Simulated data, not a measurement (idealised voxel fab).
process module | voxel gate over fins
This is section cut - it's 145 nm across, gridded in 5 nm square cells.
Cross-section spec: square-cell grid; bands listed top down; each band is one or more rows.
Top height, bottom height, nm. Materials left to right, width each, nm. Single material + "full width" = fills band edge to edge. "air" = empty.
Below 0: as-received wafer, all one material; heights counted from there. Lowest band: no bottom, goes on down, written "0 -> down".
Think of "30->40" as a width that walks from the first number to the second as you go down the band, top row to bottom row, taking equal-sized steps from row to row.
For the purposes of this document, the phrase "remained the same" attached to a step denotes that no cell within the cross-section was modified by that step.
In "Fully sealed cavities" the enclosed voids are listed, meaning empty spaces of 8 cells or larger without any opening to the top. The form is width x height at distance, distance from the left edge, units nm.
Where a step's line continues beyond its settings, the continuation is a remark by the simulator itself on that step.
overlay nm, on a step with a mask: how far to the right of its planned place the mask lay; to the left if negative
-- Planned process steps
| 1 | RECEIVE: material Si |
| 2 | CONFORMAL_DEP: material SiN, thk nm 5 |
| 3 | PATTERN: tone cover, mask id FINS, material resist, width nm 15, pitch nm 50, thk nm 15, overlay nm 0 |
| 4 | DIRECTIONAL_ETCH: etch materials SiN, depth nm 5 |
| 5 | DIRECTIONAL_ETCH: etch materials Si, depth nm 40 |
| 6 | STRIP: etch materials resist |
| 7 | FILL_DEP: material SiO2, thk nm 15 |
| 8 | CMP: height nm 5 |
| 9 | PATTERN: tone open, mask id RAIL, material resist, width nm 15, thk nm 15, overlay nm 0 |
| 10 | DIRECTIONAL_ETCH: etch materials SiO2, depth nm 40 |
| 11 | STRIP: etch materials resist |
| 12 | CONFORMAL_DEP: material TiN, thk nm 5 |
| 13 | FILL_DEP: material Ru, thk nm 5 |
| 14 | CMP: height nm 5 |
| 15 | SELECTIVE_ETCH: etch materials W Ru TiN, depth nm 20 |
| 16 | FILL_DEP: material SiO2, thk nm 5 |
| 17 | CMP: height nm 5 |
| 18 | SELECTIVE_ETCH: etch materials SiO2, depth nm 15 |
| 19 | STRIP: etch materials SiN |
| 20 | CONFORMAL_DEP: material HfO2, thk nm 5 |
| 21 | CONFORMAL_DEP: material TiN, thk nm 5 |
| 22 | CONFORMAL_DEP: material TiAl, thk nm 5 |
| 23 | CONFORMAL_DEP: material TiN, thk nm 5 |
| 24 | FILL_DEP: material W, thk nm 15 |
| 25 | CMP: height nm 30 |
| 26 | CONFORMAL_DEP: material SiN, thk nm 10 |
Keep in mind the plan's value for the width nm of step 9 comes from the first wafer; the wafers don't share that setting, but they do share the same starting point.
-- Received wafers, first of several: cross-section after step 1
  0 -> down: Si full width
  Fully sealed cavities: none
-- Here is how to read the rows: every wafer has a row, and it shows the wafer at the end of the module, giving for each material how many cells were gained (+) or lost (-) since the wafer was received, then listing its closed voids
width nm 15, +41 HfO2, +3 Ru, -160 Si, +58 SiN, +108 SiO2, +41 TiAl, +83 TiN, +58 W, Fully sealed cavities: none
width nm 20, +41 HfO2, +6 Ru, -160 Si, +58 SiN, +104 SiO2, +41 TiAl, +84 TiN, +58 W, Fully sealed cavities: none
width nm 25, +41 HfO2, +9 Ru, -160 Si, +58 SiN, +100 SiO2, +41 TiAl, +85 TiN, +58 W, Fully sealed cavities: none
width nm 30, +41 HfO2, +12 Ru, -160 Si, +58 SiN, +96 SiO2, +41 TiAl, +86 TiN, +58 W, Fully sealed cavities: none
